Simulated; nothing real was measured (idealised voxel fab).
Module name: voxel transistor to metal (process module)
Cross-section cut: width 185 nm, square cells of 5 nm.
A cross-section is a grid of square cells, given in bands from the top down. A band is one or more rows of cells. In this notation a band is specified by the heights of its top and bottom, in that order and in nm, after which its materials appear from left to right, each paired with its width in nm. The word "throughout" attached to a single material means that material fills the band from edge to edge; the word "blank" stands for empty space. Counting heights begins at 0, where everything beneath is, in the wafer as received, one material. The lowest band has no bottom; it goes on downwards, as "0..down" shows. The notation "30 to 40" denotes a width that varies across the rows of cells in the band, beginning at the first number in the top row, finishing at the second number in the bottom row, and changing by an identical amount from each row to the next. "no modification" after a step means that no cell of the cross-section changed. This entry, "Closed cavities", enumerates those empty regions of no fewer than 8 cells that possess no open connection to the top. Each region is reported in the form width x height at distance, the distance being taken from the left edge, with all three quantities expressed in nm. Post-settings text on a step line: simulator's own remark regarding the step. "overlay nm" denotes, for a step that has a mask, the displacement of the mask to the right of its planned place, with negative values corresponding to the left.

Process steps (planned):
1. RECEIVE | material Si
2. CONFORMAL_DEP | material SiO2 | thk nm 5
3. CONFORMAL_DEP | material SiN | thk nm 10
4. MASKED_ETCH | tone cover | mask id ACTIVE | width nm 120 | etch materials SiN | depth nm 10 | overlay nm 0
5. MASKED_ETCH | tone cover | mask id ACTIVE | width nm 120 | etch materials SiO2 | depth nm 5 | overlay nm 0
6. MASKED_ETCH | tone cover | mask id ACTIVE | width nm 120 | etch materials Si | depth nm 20 | overlay nm 0
7. OXIDIZE | depth nm 5
8. FILL_DEP | material SiO2 | thk nm 5
9. CMP | height nm 15
10. SELECTIVE_ETCH | etch materials SiO2 | depth nm 10
11. STRIP | etch materials SiN
12. SELECTIVE_ETCH | etch materials SiO2 | depth nm 5
13. OXIDIZE | depth nm 5
14. DIRECTIONAL_DEP | material polySi | thk nm 25
15. DIRECTIONAL_DEP | material SiCN | thk nm 10
16. MASKED_ETCH | tone cover | mask id GATE | width nm 30 | etch materials SiCN | depth nm 20 | overlay nm 0
17. MASKED_ETCH | tone cover | mask id GATE | width nm 30 | etch materials polySi | depth nm 35 | overlay nm 0
18. CONFORMAL_DEP | material SiO2 | thk nm 5
19. DIRECTIONAL_ETCH | etch materials SiO2 | depth nm 5
20. CONFORMAL_DEP | material SiN | thk nm 5
21. DIRECTIONAL_ETCH | etch materials SiN | depth nm 5
22. DIRECTIONAL_ETCH | etch materials SiO2 | depth nm 5
23. DIRECTIONAL_ETCH | etch materials Si | depth nm 15
24. EPI | material SiGe | thk nm 20
25. FILL_DEP | material SiO2 | thk nm 10
26. CMP | height nm 25
27. STRIP | etch materials polySi
28. SELECTIVE_ETCH | etch materials SiO2 | depth nm 5
29. CONFORMAL_DEP | material HfO2 | thk nm 5
30. CONFORMAL_DEP | material TiN | thk nm 5
31. FILL_DEP | material W | thk nm 10
32. CMP | height nm 20
33. DIRECTIONAL_DEP | material SiO2 | thk nm 10
34. DIRECTIONAL_DEP | material aC | thk nm 10
35. PATTERN | tone open | mask id CONTACT | material resist | width nm 20 | pitch nm 90 | thk nm 25 | overlay nm 0
36. DIRECTIONAL_ETCH | etch materials aC | depth nm 10
37. STRIP | etch materials resist
38. DIRECTIONAL_ETCH | etch materials SiO2 | depth nm 30
39. STRIP | etch materials aC
40. CONFORMAL_DEP | material TiN | thk nm 5
41. FILL_DEP | material Ru | thk nm 5
42. CMP | height nm 30
43. CONFORMAL_DEP | material SiCN | thk nm 5
44. DIRECTIONAL_DEP | material lowk | thk nm 25
45. DIRECTIONAL_DEP | material aC | thk nm 15
46. PATTERN | tone open | mask id METAL_1 | material resist | width nm 20 | pitch nm 90 | thk nm 35 | overlay nm 0
47. DIRECTIONAL_ETCH | etch materials aC | depth nm 15
48. STRIP | etch materials resist
49. DIRECTIONAL_ETCH | etch materials lowk | depth nm 25
50. DIRECTIONAL_ETCH | etch materials SiCN | depth nm 5
51. STRIP | etch materials aC
52. CONFORMAL_DEP | material TiN | thk nm 5
53. FILL_DEP | material Ru | thk nm 5
54. CMP | height nm 60
55. CONFORMAL_DEP | material SiCN | thk nm 5

The cross-section here shows the wafer as received, i.e. in its state after step 1:
  0..down = Si throughout
  Closed cavities: none

Cross-section, end of module. Start: as above. Plan: as above. Execution: one mistake:
  65..60 = SiCN throughout
  60..35 = 35 lowk / 5 TiN / 10 Ru / 5 TiN / 70 lowk / 5 TiN / 10 Ru / 5 TiN / 40 lowk
  35..30 = 35 SiCN / 20 TiN / 70 SiCN / 20 TiN / 40 SiCN
  30..20 = 35 SiO2 / 5 TiN / 10 Ru / 5 TiN / 70 SiO2 / 5 TiN / 10 Ru / 5 TiN / 40 SiO2
  20..15 = 35 SiO2 / 20 TiN / 10 SiO2 / 5 SiN / 5 TiN / 5 HfO2 / 20 W / 5 HfO2 / 5 TiN / 5 SiN / 10 SiO2 / 20 TiN / 40 SiO2
  15..5 = 35 SiO2 / 10 TiN / 20 SiGe / 5 SiN / 5 TiN / 5 HfO2 / 20 W / 5 HfO2 / 5 TiN / 5 SiN / 20 SiGe / 10 TiN / 40 SiO2
  5..0 = 35 SiO2 / 10 TiN / 20 SiGe / 5 SiN / 5 TiN / 30 HfO2 / 5 TiN / 5 SiN / 20 SiGe / 10 TiN / 40 SiO2
  0..-5 = 30 SiO2 / 35 SiGe / 5 SiO2 / 40 TiN / 5 SiO2 / 35 SiGe / 35 SiO2
  -5..-20 = 35 SiO2 / 30 SiGe / 50 Si / 30 SiGe / 40 SiO2
  -20..-25 = 35 SiO2 / 110 Si / 40 SiO2
  -25..down = Si throughout
  Closed cavities: none
Short version of what went wrong: sequence error: steps 29 and 30 interchanged
